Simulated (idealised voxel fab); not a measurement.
The document below concerns the process module designated voxel wiring stack.
The cross-section shown here is cut; it is 145 nm wide and divided into square cells measuring 5 nm on a side.
Throughout this document, each cross-section is represented as a grid of square cells and is presented as a sequence of bands enumerated from the top downward, where a band comprises one or more rows of cells. It is stipulated that each band's entry specify, in nanometres, the height of the top of the band and then that of its bottom, followed by the materials of the band in left-to-right sequence, each together with its width in nanometres. A single material marked by the word "throughout" is understood to fill the band from edge to edge; the word "empty" is understood to denote empty space. Measure heights from 0. That's the level where, below it, the as-received wafer is all one material. The lowest band is bottomless and extends downward; write it as in "0 down". Note: "30->40" means the width goes from the first number (top row of the band) to the second number (bottom row) in equal steps per row of cells. "no alterations made" (step): cross-section cells unchanged, all of them. Empty spaces without an open route to the top, at least 8 cells in extent, make up the entry "Sealed cavities"; each is given as width x height at distance, where the distance is measured from the left edge, and all are in nm. Post-settings text on a step line: simulator's own remark regarding the step. Regarding "overlay nm": on a step with a mask, it is the distance the mask lay to the right of its planned place; a negative value places it to the left.
## Listed below are the process steps as planned
1: RECEIVE [material Si]
2: CONFORMAL_DEP [material SiO2] [thk nm 10]
3: DIRECTIONAL_DEP [material TiN] [thk nm 5]
4: DIRECTIONAL_DEP [material W] [thk nm 15]
5: DIRECTIONAL_DEP [material aC] [thk nm 15]
6: PATTERN [tone cover] [mask id METAL_1] [material resist] [width nm 25] [pitch nm 55] [thk nm 30] [overlay nm 0]
7: DIRECTIONAL_ETCH [etch materials aC] [depth nm 15]
8: STRIP [etch materials resist]
9: DIRECTIONAL_ETCH [etch materials W] [depth nm 15]
10: DIRECTIONAL_ETCH [etch materials TiN] [depth nm 5]
11: STRIP [etch materials aC]
12: CONFORMAL_DEP [material SiCN] [thk nm 5]
13: FILL_DEP [material SiO2] [thk nm 5]
14: CMP [height nm 30]
15: CONFORMAL_DEP [material SiCN] [thk nm 5]
16: DIRECTIONAL_DEP [material SiO2] [thk nm 35]
17: MASKED_ETCH [tone open] [mask id METAL_2_HOLES] [width nm 15] [etch materials SiO2] [depth nm 35] [overlay nm 0]
18: PATTERN [tone open] [mask id METAL_2] [material resist] [width nm 25] [pitch nm 55] [thk nm 20] [overlay nm 0]
19: DIRECTIONAL_ETCH [etch materials SiO2] [depth nm 20]
20: DIRECTIONAL_ETCH [etch materials SiCN] [depth nm 5]
21: STRIP [etch materials resist]
22: CONFORMAL_DEP [material TiN] [thk nm 5]
23: FILL_DEP [material Ru] [thk nm 10]
24: CMP [height nm 70]
25: CONFORMAL_DEP [material SiCN] [thk nm 5]
26: DIRECTIONAL_DEP [material SiO2] [thk nm 20]
27: DIRECTIONAL_DEP [material aC] [thk nm 10]
28: PATTERN [tone open] [mask id PLUG_2] [material resist] [width nm 15] [thk nm 25] [overlay nm 0]
29: DIRECTIONAL_ETCH [etch materials aC] [depth nm 10]
30: STRIP [etch materials resist]
31: DIRECTIONAL_ETCH [etch materials SiO2] [depth nm 20]
32: DIRECTIONAL_ETCH [etch materials SiCN] [depth nm 5]
33: STRIP [etch materials aC]
34: EPI [material Ru] [thk nm 10]
35: EPI [material Ru] [thk nm 10]
36: EPI [material Ru] [thk nm 5]
37: DIRECTIONAL_DEP [material TiN] [thk nm 5]
38: DIRECTIONAL_DEP [material Ru] [thk nm 15]
39: PATTERN [tone cover] [mask id METAL_3] [material resist] [width nm 25] [pitch nm 55] [thk nm 15] [overlay nm 0]
40: DIRECTIONAL_ETCH [etch materials Ru] [depth nm 15]
41: DIRECTIONAL_ETCH [etch materials TiN] [depth nm 5]
42: STRIP [etch materials resist]
43: FILL_DEP [material SiO2] [thk nm 10]
44: CMP [height nm 115]
45: CONFORMAL_DEP [material SiN] [thk nm 5]
The wafers are alike at the start. At step 25, their thk nm differs. The plan lists the first wafer's value.
## Cross-section, first of several wafers, as delivered after step 1
- 0 down | Si throughout
- Sealed cavities: none
## The rows of the table below are wafers. Looking at the end of the module, a row counts, for every material, the cells the wafer has gained, shown as (+), or lost, shown as (-), since it was received; its closed voids come next
thk nm 5 | +67 Ru | +83 SiCN | +29 SiN | +437 SiO2 | +50 TiN | +30 W | Sealed cavities: none
thk nm 10 | +45 Ru | +112 SiCN | +29 SiN | +430 SiO2 | +50 TiN | +30 W | Sealed cavities: none
thk nm 15 | +38 Ru | +141 SiCN | +29 SiN | +408 SiO2 | +50 TiN | +30 W | Sealed cavities: none
thk nm 20 | +31 Ru | +170 SiCN | +29 SiN | +386 SiO2 | +50 TiN | +30 W | Sealed cavities: none
